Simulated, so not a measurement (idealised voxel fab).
process module | voxel trench capacitor
cross-section cut | 240 nm wide | cells 5 nm
A cross-section is a grid of square cells, given in bands from the top down. A band is one or more rows of cells.
Each band's line starts with the height of the band's top and of its bottom, in nm. Then come its materials from left to right, each with its width in nm. One material with "throughout" fills the band from edge to edge. "air" is empty space.
Height 0 is the level under which the wafer as received is all one material. The lowest band goes on downwards, as in "0 down".
A width such as "30 to 40" changes by the same amount from each row of cells to the next, from the band's top row to its bottom row.
"no change" after a step means that no cell of the cross-section changed.
closed voids: empty space of 8 cells or more with no open way to the top, each as width x height at its distance from the left edge, in nm
after a step's settings: what the simulator itself notes on the step
overlay nm, on a step with a mask: how far to the right of its planned place the mask lay; to the left if negative
plan
1 op RECEIVE | material Si
2 op CONFORMAL_DEP | material SiN | thk nm 10
3 op PATTERN | tone open | mask id TRENCH | material resist | width nm 25 | pitch nm 50 | thk nm 15 | overlay nm -15
4 op DIRECTIONAL_ETCH | etch materials SiN | depth nm 10
5 op DIRECTIONAL_ETCH | etch materials Si | depth nm 40
6 op STRIP | etch materials resist
7 op CONFORMAL_DEP | material HfO2 | thk nm 5
8 op CONFORMAL_DEP | material TiN | thk nm 5
9 op FILL_DEP | material W | thk nm 5
10 op CMP | height nm 10
varied across the wafers: overlay nm of step 3. The plan shows the first wafer's value. All wafers start alike
first wafer as received, after step 1
  0 down: Si throughout
  closed voids: none
each wafer at the end: cells of each material gained (+) or lost (-) since it was received, then its closed voids
overlay nm -15 | +69 HfO2 | -120 Si | +66 SiN | +57 TiN | +24 W | closed voids: none
overlay nm -10 | +69 HfO2 | -120 Si | +66 SiN | +57 TiN | +24 W | closed voids: none
overlay nm -5 | +69 HfO2 | -120 Si | +66 SiN | +57 TiN | +24 W | closed voids: none
overlay nm 0 | +69 HfO2 | -120 Si | +66 SiN | +57 TiN | +24 W | closed voids: none
overlay nm 5 | +69 HfO2 | -120 Si | +66 SiN | +57 TiN | +24 W | closed voids: none
overlay nm 10 | +69 HfO2 | -120 Si | +66 SiN | +57 TiN | +24 W | closed voids: none
overlay nm 15 | +69 HfO2 | -120 Si | +66 SiN | +57 TiN | +24 W | closed voids: none
